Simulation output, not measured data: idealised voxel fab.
The following process module bears the name voxel capacitor over wiring.
Each square cell in cross-section cut measures 5 nm, and the section as a whole is 175 nm wide.
Reading order for cross-sections: top band down to bottom band. Underlying form: a grid of square cells. Band size: one or more rows of cells. Basically the band line says how high the top is and how high the bottom is, in nm, and then what's in it from left to right, every material with its width in nm. Empty space shows up as "air", and if a single material carries "throughout" it runs the full band edge to edge. For the purposes of this specification, 0 denotes the height below which the wafer in its as-received condition is composed wholly of one material, and the lowermost band, lacking a lower limit, extends downward without end, as expressed in "0 down". The notation "30->40" denotes a width that varies across the rows of cells in the band, beginning at the first number in the top row, finishing at the second number in the bottom row, and changing by an identical amount from each row to the next. Key: "no modification" - step with no changed cell in the cross-section. The entry titled "Trapped cavities" provides the empty spaces that have no open way to the top, restricted to those of 8 cells or more. Each is presented as width x height at distance, the distance being measured from the left edge, with all three in nm. The remark found on a step's line after its settings is issued by the simulator itself and pertains to that step. A step's line can hold "overlay nm"; with a mask on that step, the setting says how far right of the planned place the mask lay, while a negative setting says it lay to the left. Pairs follow: section before one process step, section after it down to the lowest changed band, step with settings underneath. Pairs may come from different runs of this module on the same starting wafer; continuity with the pair above only as stated in the "Pre-step condition" entry.
Pre-step condition
0 down = Si throughout
Trapped cavities: none
Step Outcome
10 to 0 = SiO2 throughout
Heights below 0 show no change.
Trapped cavities: none
The structure goes from the before cross-section above to the after cross-section through CONFORMAL_DEP,material SiO2,thk nm 10
Pre-step condition: It is represented by the cross-section appearing after the step of the pair directly above.
Step Outcome
15 to 10 = TiN throughout
Heights below 10 show no change.
Trapped cavities: none
The structure goes from the before cross-section above to the after cross-section through DIRECTIONAL_DEP,material TiN,thk nm 5
Pre-step condition: It is represented by the cross-section appearing after the step of the pair directly above.
Step Outcome
35 to 15 = W throughout
Heights below 15 show no change.
Trapped cavities: none
The structure goes from the before cross-section above to the after cross-section through DIRECTIONAL_DEP,material W,thk nm 20
Pre-step condition: It is represented by the cross-section appearing after the step of the pair directly above.
Step Outcome
45 to 35 = aC throughout
Heights below 35 show no change.
Trapped cavities: none
The structure goes from the before cross-section above to the after cross-section through DIRECTIONAL_DEP,material aC,thk nm 10
Pre-step condition: It is represented by the cross-section appearing after the step of the pair directly above.
Step Outcome
70 to 45 = air=30, resist=30, air=50, resist=30, air=35
Heights below 45 show no change.
Trapped cavities: none
The structure goes from the before cross-section above to the after cross-section through PATTERN,tone cover,mask id METAL_1,material resist,width nm 30,pitch nm 80,thk nm 25,overlay nm 0
Pre-step condition: It is represented by the cross-section appearing after the step of the pair directly above.
Step Outcome
60 to 45 = air=30, resist=30, air=50, resist=30, air=35
45 to 35 = air=30, aC=30, air=50, aC=30, air=35
Heights below 35 show no change.
Trapped cavities: none
The structure goes from the before cross-section above to the after cross-section through DIRECTIONAL_ETCH,etch materials aC,depth nm 10
Pre-step condition: It is represented by the cross-section appearing after the step of the pair directly above.
Step Outcome
45 to 35 = air=30, aC=30, air=50, aC=30, air=35
Heights below 35 show no change.
Trapped cavities: none
The structure goes from the before cross-section above to the after cross-section through STRIP,etch materials resist
Pre-step condition: It is represented by the cross-section appearing after the step of the pair directly above.
Step Outcome
45 to 35 = air=30, aC=30, air=50, aC=30, air=35
35 to 15 = air=30, W=30, air=50, W=30, air=35
Heights below 15 show no change.
Trapped cavities: none
The structure goes from the before cross-section above to the after cross-section through DIRECTIONAL_ETCH,etch materials W,depth nm 20
Pre-step condition: It is represented by the cross-section appearing after the step of the pair directly above.
Step Outcome
45 to 35 = air=30, aC=30, air=50, aC=30, air=35
35 to 15 = air=30, W=30, air=50, W=30, air=35
15 to 10 = air=30, TiN=30, air=50, TiN=30, air=35
Heights below 10 show no change.
Trapped cavities: none
The structure goes from the before cross-section above to the after cross-section through DIRECTIONAL_ETCH,etch materials TiN,depth nm 5
Pre-step condition: It is represented by the cross-section appearing after the step of the pair directly above.
Step Outcome
35 to 15 = air=30, W=30, air=50, W=30, air=35
Heights below 15 show no change.
Trapped cavities: none
The structure goes from the before cross-section above to the after cross-section through STRIP,etch materials aC
Pre-step condition: It is represented by the cross-section appearing after the step of the pair directly above.
Step Outcome
40 to 35 = air=25, SiCN=40, air=40, SiCN=40, air=30
35 to 15 = air=25, SiCN=5, W=30, SiCN=5, air=40, SiCN=5, W=30, SiCN=5, air=30
15 to 10 = SiCN=30, TiN=30, SiCN=50, TiN=30, SiCN=35
Heights below 10 show no change.
Trapped cavities: none
The structure goes from the before cross-section above to the after cross-section through CONFORMAL_DEP,material SiCN,thk nm 5
Pre-step condition: It is represented by the cross-section appearing after the step of the pair directly above.
Step Outcome
50 to 40 = lowk throughout
40 to 35 = lowk=25, SiCN=40, lowk=40, SiCN=40, lowk=30
35 to 15 = lowk=25, SiCN=5, W=30, SiCN=5, lowk=40, SiCN=5, W=30, SiCN=5, lowk=30
Heights below 15 show no change.
Trapped cavities: none
The structure goes from the before cross-section above to the after cross-section through FILL_DEP,material lowk,thk nm 10
Pre-step condition: It is represented by the cross-section appearing after the step of the pair directly above.
Step Outcome
35 to 15 = lowk=25, SiCN=5, W=30, SiCN=5, lowk=40, SiCN=5, W=30, SiCN=5, lowk=30
Heights below 15 show no change.
Trapped cavities: none
The structure goes from the before cross-section above to the after cross-section through CMP,height nm 35
Pre-step condition: It is represented by the cross-section appearing after the step of the pair directly above.
Step Outcome
40 to 35 = SiCN throughout
Heights below 35 show no change.
Trapped cavities: none
The structure goes from the before cross-section above to the after cross-section through CONFORMAL_DEP,material SiCN,thk nm 5
Pre-step condition: It is represented by the cross-section appearing after the step of the pair directly above.
Step Outcome
50 to 40 = lowk throughout
Heights below 40 show no change.
Trapped cavities: none
The structure goes from the before cross-section above to the after cross-section through DIRECTIONAL_DEP,material lowk,thk nm 10
Pre-step condition: It is represented by the cross-section appearing after the step of the pair directly above.
Step Outcome
65 to 50 = resist=45, air=15, resist=115
Heights below 50 show no change.
Trapped cavities: none
The structure goes from the before cross-section above to the after cross-section through PATTERN,tone open,mask id PLUG_1,material resist,width nm 15,thk nm 15,overlay nm 0
Pre-step condition: It is represented by the cross-section appearing after the step of the pair directly above.
Step Outcome
65 to 50 = resist=45, air=15, resist=115
50 to 40 = lowk=45, air=15, lowk=115
Heights below 40 show no change.
Trapped cavities: none
The structure goes from the before cross-section above to the after cross-section through DIRECTIONAL_ETCH,etch materials lowk,depth nm 10
Pre-step condition: It is represented by the cross-section appearing after the step of the pair directly above.
Step Outcome
65 to 50 = resist=45, air=15, resist=115
50 to 40 = lowk=45, air=15, lowk=115
40 to 35 = SiCN=45, air=15, SiCN=115
Heights below 35 show no change.
Trapped cavities: none
The structure goes from the before cross-section above to the after cross-section through DIRECTIONAL_ETCH,etch materials SiCN,depth nm 5
Pre-step condition: It is represented by the cross-section appearing after the step of the pair directly above.
Step Outcome
50 to 40 = lowk=45, air=15, lowk=115
Heights below 40 show no change.
Trapped cavities: none
The structure goes from the before cross-section above to the after cross-section through STRIP,etch materials resist
Pre-step condition: It is represented by the cross-section appearing after the step of the pair directly above.
Step Outcome
50 to 45 = lowk=45, air=15, lowk=115
45 to 40 = lowk=45, Ru=15, lowk=115
40 to 35 = SiCN=45, Ru=15, SiCN=115
Heights below 35 show no change.
Trapped cavities: none
The structure goes from the before cross-section above to the after cross-section through EPI,material Ru,thk nm 10
Pre-step condition: It is represented by the cross-section appearing after the step of the pair directly above.
Step Outcome
50 to 40 = lowk=45, Ru=15, lowk=115
Heights below 40 show no change.
Trapped cavities: none
The structure goes from the before cross-section above to the after cross-section through EPI,material Ru,thk nm 5
Pre-step condition: It is represented by the cross-section appearing after the step of the pair directly above.
Step Outcome
60 to 50 = TiN throughout
Heights below 50 show no change.
Trapped cavities: none
The structure goes from the before cross-section above to the after cross-section through DIRECTIONAL_DEP,material TiN,thk nm 10
Pre-step condition: It is represented by the cross-section appearing after the step of the pair directly above.
Step Outcome
65 to 60 = SiN throughout
Heights below 60 show no change.
Trapped cavities: none
The structure goes from the before cross-section above to the after cross-section through DIRECTIONAL_DEP,material SiN,thk nm 5
Pre-step condition: It is represented by the cross-section appearing after the step of the pair directly above.
Step Outcome
75 to 65 = TiN throughout
Heights below 65 show no change.
Trapped cavities: none
The structure goes from the before cross-section above to the after cross-section through DIRECTIONAL_DEP,material TiN,thk nm 10
Pre-step condition: It is represented by the cross-section appearing after the step of the pair directly above.
Step Outcome
90 to 75 = air=45, resist=55, air=75
Heights below 75 show no change.
Trapped cavities: none
The structure goes from the before cross-section above to the after cross-section through PATTERN,tone cover,mask id UPPER_PLATE,material resist,width nm 55,thk nm 15,overlay nm 0
Pre-step condition: It is represented by the cross-section appearing after the step of the pair directly above.
Step Outcome
90 to 75 = air=45, resist=55, air=75
75 to 65 = air=45, TiN=55, air=75
Heights below 65 show no change.
Trapped cavities: none
The structure goes from the before cross-section above to the after cross-section through DIRECTIONAL_ETCH,etch materials TiN,depth nm 10
Pre-step condition: It is represented by the cross-section appearing after the step of the pair directly above.
Step Outcome
90 to 75 = air=45, resist=55, air=75
75 to 65 = air=45, TiN=55, air=75
65 to 60 = air=45, SiN=55, air=75
Heights below 60 show no change.
Trapped cavities: none
The structure goes from the before cross-section above to the after cross-section through DIRECTIONAL_ETCH,etch materials SiN,depth nm 5
Pre-step condition: It is represented by the cross-section appearing after the step of the pair directly above.
Step Outcome
75 to 65 = air=45, TiN=55, air=75
Heights below 65 show no change.
Trapped cavities: none
The structure goes from the before cross-section above to the after cross-section through STRIP,etch materials resist
Pre-step condition: It is represented by the cross-section appearing after the step of the pair directly above.
Step Outcome
75 to 65 = air=45, TiN=55, air=75
65 to 60 = air=45, SiN=55, air=75
60 to 50 = air=40, TiN=65, air=70
Heights below 50 show no change.
Trapped cavities: none
The structure goes from the before cross-section above to the after cross-section through MASKED_ETCH,tone cover,mask id LOWER_PLATE,width nm 65,etch materials TiN,depth nm 10,overlay nm 0
Pre-step condition: It is represented by the cross-section appearing after the step of the pair directly above.
Step Outcome
95 to 75 = SiO2 throughout
75 to 65 = SiO2=45, TiN=55, SiO2=75
65 to 60 = SiO2=45, SiN=55, SiO2=75
60 to 50 = SiO2=40, TiN=65, SiO2=70
Heights below 50 show no change.
Trapped cavities: none
The structure goes from the before cross-section above to the after cross-section through FILL_DEP,material SiO2,thk nm 20
Pre-step condition: It is represented by the cross-section appearing after the step of the pair directly above.
Step Outcome
90 to 75 = SiO2 throughout
Heights below 75 show no change.
Trapped cavities: none
The structure goes from the before cross-section above to the after cross-section through CMP,height nm 90
Pre-step condition: It is represented by the cross-section appearing after the step of the pair directly above.
Step Outcome
105 to 90 = resist=55, air=15, resist=105
Heights below 90 show no change.
Trapped cavities: none
The structure goes from the before cross-section above to the after cross-section through PATTERN,tone open,mask id PLUG_2,material resist,width nm 15,thk nm 15,overlay nm 0
Pre-step condition: It is represented by the cross-section appearing after the step of the pair directly above.
Step Outcome
105 to 90 = resist=55, air=15, resist=105
90 to 75 = SiO2=55, air=15, SiO2=105
Heights below 75 show no change.
Trapped cavities: none
The structure goes from the before cross-section above to the after cross-section through DIRECTIONAL_ETCH,etch materials SiO2,depth nm 15
Pre-step condition: It is represented by the cross-section appearing after the step of the pair directly above.
Step Outcome
90 to 75 = SiO2=55, air=15, SiO2=105
Heights below 75 show no change.
Trapped cavities: none
The structure goes from the before cross-section above to the after cross-section through STRIP,etch materials resist
Pre-step condition: It is represented by the cross-section appearing after the step of the pair directly above.
Step Outcome
95 to 90 = TiN=60, air=5, TiN=110
90 to 80 = SiO2=55, TiN=5, air=5, TiN=5, SiO2=105
80 to 75 = SiO2=55, TiN=15, SiO2=105
Heights below 75 show no change.
Trapped cavities: none
The structure goes from the before cross-section above to the after cross-section through CONFORMAL_DEP,material TiN,thk nm 5
Pre-step condition: It is represented by the cross-section appearing after the step of the pair directly above.
Step Outcome
105 to 95 = Ru throughout
95 to 90 = TiN=60, Ru=5, TiN=110
90 to 80 = SiO2=55, TiN=5, Ru=5, TiN=5, SiO2=105
Heights below 80 show no change.
Trapped cavities: none
The structure goes from the before cross-section above to the after cross-section through FILL_DEP,material Ru,thk nm 10
Pre-step condition: It is represented by the cross-section appearing after the step of the pair directly above.
Step Outcome
90 to 80 = SiO2=55, TiN=5, Ru=5, TiN=5, SiO2=105
Heights below 80 show no change.
Trapped cavities: none
The structure goes from the before cross-section above to the after cross-section through CMP,height nm 90
Pre-step condition: It is represented by the cross-section appearing after the step of the pair directly above.
Step Outcome
95 to 90 = SiCN throughout
Heights below 90 show no change.
Trapped cavities: none
The structure goes from the before cross-section above to the after cross-section through CONFORMAL_DEP,material SiCN,thk nm 5
Pre-step condition
10 to 0 = SiO2 throughout
0 down = Si throughout
Trapped cavities: none
Step Outcome
30 to 10 = W throughout
Heights below 10 show no change.
Trapped cavities: none
The structure goes from the before cross-section above to the after cross-section through DIRECTIONAL_DEP,material W,thk nm 20
Pre-step condition: It is represented by the cross-section appearing after the step of the pair directly above.
Step Outcome
40 to 30 = aC throughout
Heights below 30 show no change.
Trapped cavities: none
The structure goes from the before cross-section above to the after cross-section through DIRECTIONAL_DEP,material aC,thk nm 10
Pre-step condition: It is represented by the cross-section appearing after the step of the pair directly above.
Step Outcome
65 to 40 = air=30, resist=30, air=50, resist=30, air=35
Heights below 40 show no change.
Trapped cavities: none
The structure goes from the before cross-section above to the after cross-section through PATTERN,tone cover,mask id METAL_1,material resist,width nm 30,pitch nm 80,thk nm 25,overlay nm 0
Pre-step condition: It is represented by the cross-section appearing after the step of the pair directly above.
Step Outcome
55 to 40 = air=30, resist=30, air=50, resist=30, air=35
40 to 30 = air=30, aC=30, air=50, aC=30, air=35
Heights below 30 show no change.
Trapped cavities: none
The structure goes from the before cross-section above to the after cross-section through DIRECTIONAL_ETCH,etch materials aC,depth nm 10
Pre-step condition: It is represented by the cross-section appearing after the step of the pair directly above.
Step Outcome
40 to 30 = air=30, aC=30, air=50, aC=30, air=35
Heights below 30 show no change.
Trapped cavities: none
The structure goes from the before cross-section above to the after cross-section through STRIP,etch materials resist
Pre-step condition: It is represented by the cross-section appearing after the step of the pair directly above.
Step Outcome
40 to 30 = air=30, aC=30, air=50, aC=30, air=35
30 to 10 = air=30, W=30, air=50, W=30, air=35
Heights below 10 show no change.
Trapped cavities: none
The structure goes from the before cross-section above to the after cross-section through DIRECTIONAL_ETCH,etch materials W,depth nm 20
Pre-step condition: It is represented by the cross-section appearing after the step of the pair directly above.
Step Outcome
30 to 10 = air=30, W=30, air=50, W=30, air=35
Heights below 10 show no change.
Trapped cavities: none
The structure goes from the before cross-section above to the after cross-section through STRIP,etch materials aC
Pre-step condition: It is represented by the cross-section appearing after the step of the pair directly above.
Step Outcome
35 to 30 = air=25, SiCN=40, air=40, SiCN=40, air=30
30 to 15 = air=25, SiCN=5, W=30, SiCN=5, air=40, SiCN=5, W=30, SiCN=5, air=30
15 to 10 = SiCN=30, W=30, SiCN=50, W=30, SiCN=35
Heights below 10 show no change.
Trapped cavities: none
The structure goes from the before cross-section above to the after cross-section through CONFORMAL_DEP,material SiCN,thk nm 5
Pre-step condition: It is represented by the cross-section appearing after the step of the pair directly above.
Step Outcome
45 to 35 = lowk throughout
35 to 30 = lowk=25, SiCN=40, lowk=40, SiCN=40, lowk=30
30 to 15 = lowk=25, SiCN=5, W=30, SiCN=5, lowk=40, SiCN=5, W=30, SiCN=5, lowk=30
Heights below 15 show no change.
Trapped cavities: none
The structure goes from the before cross-section above to the after cross-section through FILL_DEP,material lowk,thk nm 10
Pre-step condition: It is represented by the cross-section appearing after the step of the pair directly above.
Step Outcome
35 to 30 = lowk=25, SiCN=40, lowk=40, SiCN=40, lowk=30
Heights below 30 show no change.
Trapped cavities: none
The structure goes from the before cross-section above to the after cross-section through CMP,height nm 35
Pre-step condition: It is represented by the cross-section appearing after the step of the pair directly above.
Step Outcome
40 to 35 = SiCN throughout
Heights below 35 show no change.
Trapped cavities: none
The structure goes from the before cross-section above to the after cross-section through CONFORMAL_DEP,material SiCN,thk nm 5
Pre-step condition: It is represented by the cross-section appearing after the step of the pair directly above.
Step Outcome
50 to 40 = lowk throughout
Heights below 40 show no change.
Trapped cavities: none
The structure goes from the before cross-section above to the after cross-section through DIRECTIONAL_DEP,material lowk,thk nm 10
Pre-step condition: It is represented by the cross-section appearing after the step of the pair directly above.
Step Outcome
65 to 50 = resist=45, air=15, resist=115
Heights below 50 show no change.
Trapped cavities: none
The structure goes from the before cross-section above to the after cross-section through PATTERN,tone open,mask id PLUG_1,material resist,width nm 15,thk nm 15,overlay nm 0
Pre-step condition: It is represented by the cross-section appearing after the step of the pair directly above.
Step Outcome
65 to 50 = resist=45, air=15, resist=115
50 to 40 = lowk=45, air=15, lowk=115
Heights below 40 show no change.
Trapped cavities: none
The structure goes from the before cross-section above to the after cross-section through DIRECTIONAL_ETCH,etch materials lowk,depth nm 10
Pre-step condition: It is represented by the cross-section appearing after the step of the pair directly above.
Step Outcome
65 to 50 = resist=45, air=15, resist=115
50 to 40 = lowk=45, air=15, lowk=115
40 to 35 = SiCN=45, air=15, SiCN=115
Heights below 35 show no change.
Trapped cavities: none
The structure goes from the before cross-section above to the after cross-section through DIRECTIONAL_ETCH,etch materials SiCN,depth nm 5
Pre-step condition: It is represented by the cross-section appearing after the step of the pair directly above.
Step Outcome
50 to 40 = lowk=45, air=15, lowk=115
Heights below 40 show no change.
Trapped cavities: none
The structure goes from the before cross-section above to the after cross-section through STRIP,etch materials resist
Pre-step condition: It is represented by the cross-section appearing after the step of the pair directly above.
Step Outcome
60 to 50 = TiN=45, air=15, TiN=115
50 to 45 = lowk=45, air=15, lowk=115
45 to 40 = lowk=45, TiN=15, lowk=115
40 to 35 = SiCN=45, TiN=15, SiCN=115
Heights below 35 show no change.
Trapped cavities: none
The structure goes from the before cross-section above to the after cross-section through DIRECTIONAL_DEP,material TiN,thk nm 10
Pre-step condition: It is represented by the cross-section appearing after the step of the pair directly above.
Step Outcome
65 to 60 = SiN=45, air=15, SiN=115
60 to 50 = TiN=45, air=15, TiN=115
50 to 45 = lowk=45, SiN=15, lowk=115
Heights below 45 show no change.
Trapped cavities: none
The structure goes from the before cross-section above to the after cross-section through DIRECTIONAL_DEP,material SiN,thk nm 5
Pre-step condition: It is represented by the cross-section appearing after the step of the pair directly above.
Step Outcome
75 to 65 = TiN=45, air=15, TiN=115
65 to 60 = SiN=45, air=15, SiN=115
60 to 50 = TiN throughout
Heights below 50 show no change.
Trapped cavities: none
The structure goes from the before cross-section above to the after cross-section through DIRECTIONAL_DEP,material TiN,thk nm 10
Pre-step condition: It is represented by the cross-section appearing after the step of the pair directly above.
Step Outcome
90 to 75 = air=45, resist=55, air=75
75 to 65 = TiN=45, resist=15, TiN=115
65 to 60 = SiN=45, resist=15, SiN=115
Heights below 60 show no change.
Trapped cavities: none
The structure goes from the before cross-section above to the after cross-section through PATTERN,tone cover,mask id UPPER_PLATE,material resist,width nm 55,thk nm 15,overlay nm 0
Pre-step condition: It is represented by the cross-section appearing after the step of the pair directly above.
Step Outcome
90 to 75 = air=45, resist=55, air=75
75 to 65 = air=45, resist=15, TiN=40, air=75
Heights below 65 show no change.
Trapped cavities: none
The structure goes from the before cross-section above to the after cross-section through DIRECTIONAL_ETCH,etch materials TiN,depth nm 10
Pre-step condition: It is represented by the cross-section appearing after the step of the pair directly above.
Step Outcome
90 to 75 = air=45, resist=55, air=75
75 to 65 = air=45, resist=15, TiN=40, air=75
65 to 60 = air=45, resist=15, SiN=40, air=75
Heights below 60 show no change.
Trapped cavities: none
The structure goes from the before cross-section above to the after cross-section through DIRECTIONAL_ETCH,etch materials SiN,depth nm 5
Pre-step condition: It is represented by the cross-section appearing after the step of the pair directly above.
Step Outcome
75 to 65 = air=60, TiN=40, air=75
65 to 60 = air=60, SiN=40, air=75
Heights below 60 show no change.
Trapped cavities: none
The structure goes from the before cross-section above to the after cross-section through STRIP,etch materials resist
Pre-step condition: It is represented by the cross-section appearing after the step of the pair directly above.
Step Outcome
75 to 65 = air=60, TiN=40, air=75
65 to 60 = air=60, SiN=40, air=75
60 to 50 = air=40, TiN=65, air=70
Heights below 50 show no change.
Trapped cavities: none
The structure goes from the before cross-section above to the after cross-section through MASKED_ETCH,tone cover,mask id LOWER_PLATE,width nm 65,etch materials TiN,depth nm 10,overlay nm 0
Pre-step condition: It is represented by the cross-section appearing after the step of the pair directly above.
Step Outcome
95 to 75 = SiO2 throughout
75 to 65 = SiO2=60, TiN=40, SiO2=75
65 to 60 = SiO2=60, SiN=40, SiO2=75
60 to 50 = SiO2=40, TiN=65, SiO2=70
Heights below 50 show no change.
Trapped cavities: none
The structure goes from the before cross-section above to the after cross-section through FILL_DEP,material SiO2,thk nm 20
Pre-step condition: It is represented by the cross-section appearing after the step of the pair directly above.
Step Outcome
90 to 75 = SiO2 throughout
Heights below 75 show no change.
Trapped cavities: none
The structure goes from the before cross-section above to the after cross-section through CMP,height nm 90
Pre-step condition: It is represented by the cross-section appearing after the step of the pair directly above.
Step Outcome
105 to 90 = resist=55, air=15, resist=105
Heights below 90 show no change.
Trapped cavities: none
The structure goes from the before cross-section above to the after cross-section through PATTERN,tone open,mask id PLUG_2,material resist,width nm 15,thk nm 15,overlay nm 0
Pre-step condition: It is represented by the cross-section appearing after the step of the pair directly above.
Step Outcome
105 to 90 = resist=55, air=15, resist=105
90 to 75 = SiO2=55, air=15, SiO2=105
Heights below 75 show no change.
Trapped cavities: none
The structure goes from the before cross-section above to the after cross-section through DIRECTIONAL_ETCH,etch materials SiO2,depth nm 15
Pre-step condition: It is represented by the cross-section appearing after the step of the pair directly above.
Step Outcome
90 to 75 = SiO2=55, air=15, SiO2=105
Heights below 75 show no change.
Trapped cavities: none
The structure goes from the before cross-section above to the after cross-section through STRIP,etch materials resist
Pre-step condition: It is represented by the cross-section appearing after the step of the pair directly above.
Step Outcome
95 to 90 = TiN=60, air=5, TiN=110
90 to 80 = SiO2=55, TiN=5, air=5, TiN=5, SiO2=105
80 to 75 = SiO2=55, TiN=15, SiO2=105
Heights below 75 show no change.
Trapped cavities: none
The structure goes from the before cross-section above to the after cross-section through CONFORMAL_DEP,material TiN,thk nm 5
Pre-step condition: It is represented by the cross-section appearing after the step of the pair directly above.
Step Outcome
105 to 95 = Ru throughout
95 to 90 = TiN=60, Ru=5, TiN=110
90 to 80 = SiO2=55, TiN=5, Ru=5, TiN=5, SiO2=105
Heights below 80 show no change.
Trapped cavities: none
The structure goes from the before cross-section above to the after cross-section through FILL_DEP,material Ru,thk nm 10
Pre-step condition: It is represented by the cross-section appearing after the step of the pair directly above.
Step Outcome
90 to 80 = SiO2=55, TiN=5, Ru=5, TiN=5, SiO2=105
Heights below 80 show no change.
Trapped cavities: none
The structure goes from the before cross-section above to the after cross-section through CMP,height nm 90
Pre-step condition: It is represented by the cross-section appearing after the step of the pair directly above.
Step Outcome
95 to 90 = SiCN throughout
Heights below 90 show no change.
Trapped cavities: none
The structure goes from the before cross-section above to the after cross-section through CONFORMAL_DEP,material SiCN,thk nm 5
Pre-step condition
50 to 45 = lowk=45, air=15, lowk=115
45 to 40 = lowk=45, Ru=15, lowk=115
40 to 35 = SiCN=45, Ru=15, SiCN=115
35 to 15 = lowk=25, SiCN=5, W=30, SiCN=5, lowk=40, SiCN=5, W=30, SiCN=5, lowk=30
15 to 10 = SiCN=30, TiN=30, SiCN=50, TiN=30, SiCN=35
10 to 0 = SiO2 throughout
0 down = Si throughout
Trapped cavities: none
Step Outcome
55 to 50 = air=40, Ru=25, air=110
50 to 40 = lowk=45, Ru=15, lowk=115
Heights below 40 show no change.
Trapped cavities: none
The structure goes from the before cross-section above to the after cross-section through EPI,material Ru,thk nm 10
Pre-step condition: It is represented by the cross-section appearing after the step of the pair directly above.
Step Outcome
60 to 50 = air=35, Ru=35, air=105
Heights below 50 show no change.
Trapped cavities: none
The structure goes from the before cross-section above to the after cross-section through EPI,material Ru,thk nm 5
Pre-step condition: It is represented by the cross-section appearing after the step of the pair directly above.
Step Outcome
70 to 60 = air=35, TiN=35, air=105
60 to 50 = TiN=35, Ru=35, TiN=105
Heights below 50 show no change.
Trapped cavities: none
The structure goes from the before cross-section above to the after cross-section through DIRECTIONAL_DEP,material TiN,thk nm 10
Pre-step condition: It is represented by the cross-section appearing after the step of the pair directly above.
Step Outcome
75 to 70 = air=35, SiN=35, air=105
70 to 65 = air=35, TiN=35, air=105
65 to 60 = SiN=35, TiN=35, SiN=105
Heights below 60 show no change.
Trapped cavities: none
The structure goes from the before cross-section above to the after cross-section through DIRECTIONAL_DEP,material SiN,thk nm 5
Pre-step condition: It is represented by the cross-section appearing after the step of the pair directly above.
Step Outcome
85 to 75 = air=35, TiN=35, air=105
75 to 70 = TiN=35, SiN=35, TiN=105
70 to 65 = TiN throughout
Heights below 65 show no change.
Trapped cavities: none
The structure goes from the before cross-section above to the after cross-section through DIRECTIONAL_DEP,material TiN,thk nm 10
Pre-step condition: It is represented by the cross-section appearing after the step of the pair directly above.
Step Outcome
100 to 85 = air=45, resist=55, air=75
85 to 75 = air=35, TiN=35, resist=30, air=75
Heights below 75 show no change.
Trapped cavities: none
The structure goes from the before cross-section above to the after cross-section through PATTERN,tone cover,mask id UPPER_PLATE,material resist,width nm 55,thk nm 15,overlay nm 0
Pre-step condition: It is represented by the cross-section appearing after the step of the pair directly above.
Step Outcome
100 to 85 = air=45, resist=55, air=75
85 to 75 = air=45, TiN=25, resist=30, air=75
75 to 70 = air=35, SiN=35, TiN=30, air=75
70 to 65 = air=35, TiN=65, air=75
Heights below 65 show no change.
Trapped cavities: none
The structure goes from the before cross-section above to the after cross-section through DIRECTIONAL_ETCH,etch materials TiN,depth nm 10
Pre-step condition: It is represented by the cross-section appearing after the step of the pair directly above.
Step Outcome
100 to 85 = air=45, resist=55, air=75
85 to 75 = air=45, TiN=25, resist=30, air=75
75 to 70 = air=45, SiN=25, TiN=30, air=75
70 to 65 = air=35, TiN=65, air=75
65 to 60 = air=35, TiN=35, SiN=30, air=75
Heights below 60 show no change.
Trapped cavities: none
The structure goes from the before cross-section above to the after cross-section through DIRECTIONAL_ETCH,etch materials SiN,depth nm 5
Pre-step condition: It is represented by the cross-section appearing after the step of the pair directly above.
Step Outcome
85 to 75 = air=45, TiN=25, air=105
Heights below 75 show no change.
Trapped cavities: none
The structure goes from the before cross-section above to the after cross-section through STRIP,etch materials resist
Pre-step condition: It is represented by the cross-section appearing after the step of the pair directly above.
Step Outcome
85 to 75 = air=45, TiN=25, air=105
75 to 70 = air=45, SiN=25, TiN=30, air=75
70 to 65 = air=40, TiN=60, air=75
65 to 60 = air=40, TiN=30, SiN=30, air=75
60 to 50 = air=35, Ru=35, TiN=35, air=70
Heights below 50 show no change.
Trapped cavities: none
The structure goes from the before cross-section above to the after cross-section through MASKED_ETCH,tone cover,mask id LOWER_PLATE,width nm 65,etch materials TiN,depth nm 10,overlay nm 0
Pre-step condition: It is represented by the cross-section appearing after the step of the pair directly above.
Step Outcome
105 to 85 = SiO2 throughout
85 to 75 = SiO2=45, TiN=25, SiO2=105
75 to 70 = SiO2=45, SiN=25, TiN=30, SiO2=75
70 to 65 = SiO2=40, TiN=60, SiO2=75
65 to 60 = SiO2=40, TiN=30, SiN=30, SiO2=75
60 to 50 = SiO2=35, Ru=35, TiN=35, SiO2=70
Heights below 50 show no change.
Trapped cavities: none
The structure goes from the before cross-section above to the after cross-section through FILL_DEP,material SiO2,thk nm 20
Pre-step condition: It is represented by the cross-section appearing after the step of the pair directly above.
Step Outcome
90 to 85 = SiO2 throughout
Heights below 85 show no change.
Trapped cavities: none
The structure goes from the before cross-section above to the after cross-section through CMP,height nm 90
Pre-step condition: It is represented by the cross-section appearing after the step of the pair directly above.
Step Outcome
105 to 90 = resist=55, air=15, resist=105
Heights below 90 show no change.
Trapped cavities: none
The structure goes from the before cross-section above to the after cross-section through PATTERN,tone open,mask id PLUG_2,material resist,width nm 15,thk nm 15,overlay nm 0
Pre-step condition: It is represented by the cross-section appearing after the step of the pair directly above.
Step Outcome
105 to 90 = resist=55, air=15, resist=105
90 to 85 = SiO2=55, air=15, SiO2=105
Heights below 85 show no change.
Trapped cavities: none
The structure goes from the before cross-section above to the after cross-section through DIRECTIONAL_ETCH,etch materials SiO2,depth nm 15
Pre-step condition: It is represented by the cross-section appearing after the step of the pair directly above.
Step Outcome
90 to 85 = SiO2=55, air=15, SiO2=105
Heights below 85 show no change.
Trapped cavities: none
The structure goes from the before cross-section above to the after cross-section through STRIP,etch materials resist
Pre-step condition: It is represented by the cross-section appearing after the step of the pair directly above.
Step Outcome
95 to 90 = TiN=60, air=5, TiN=110
90 to 85 = SiO2=55, TiN=15, SiO2=105
Heights below 85 show no change.
Trapped cavities: none
The structure goes from the before cross-section above to the after cross-section through CONFORMAL_DEP,material TiN,thk nm 5
Pre-step condition: It is represented by the cross-section appearing after the step of the pair directly above.
Step Outcome
105 to 95 = Ru throughout
95 to 90 = TiN=60, Ru=5, TiN=110
Heights below 90 show no change.
Trapped cavities: none
The structure goes from the before cross-section above to the after cross-section through FILL_DEP,material Ru,thk nm 10
Pre-step condition: It is represented by the cross-section appearing after the step of the pair directly above.
Step Outcome
90 to 85 = SiO2=55, TiN=15, SiO2=105
Heights below 85 show no change.
Trapped cavities: none
The structure goes from the before cross-section above to the after cross-section through CMP,height nm 90
Pre-step condition: It is represented by the cross-section appearing after the step of the pair directly above.
Step Outcome
95 to 90 = SiCN throughout
Heights below 90 show no change.
Trapped cavities: none
The structure goes from the before cross-section above to the after cross-section through CONFORMAL_DEP,material SiCN,thk nm 5
Pre-step condition
30 to 10 = W throughout
10 to 0 = SiO2 throughout
0 down = Si throughout
Trapped cavities: none
Step Outcome
35 to 30 = TiN throughout
Heights below 30 show no change.
Trapped cavities: none
The structure goes from the before cross-section above to the after cross-section through DIRECTIONAL_DEP,material TiN,thk nm 5
Pre-step condition: It is represented by the cross-section appearing after the step of the pair directly above.
Step Outcome
45 to 35 = aC throughout
Heights below 35 show no change.
Trapped cavities: none
The structure goes from the before cross-section above to the after cross-section through DIRECTIONAL_DEP,material aC,thk nm 10
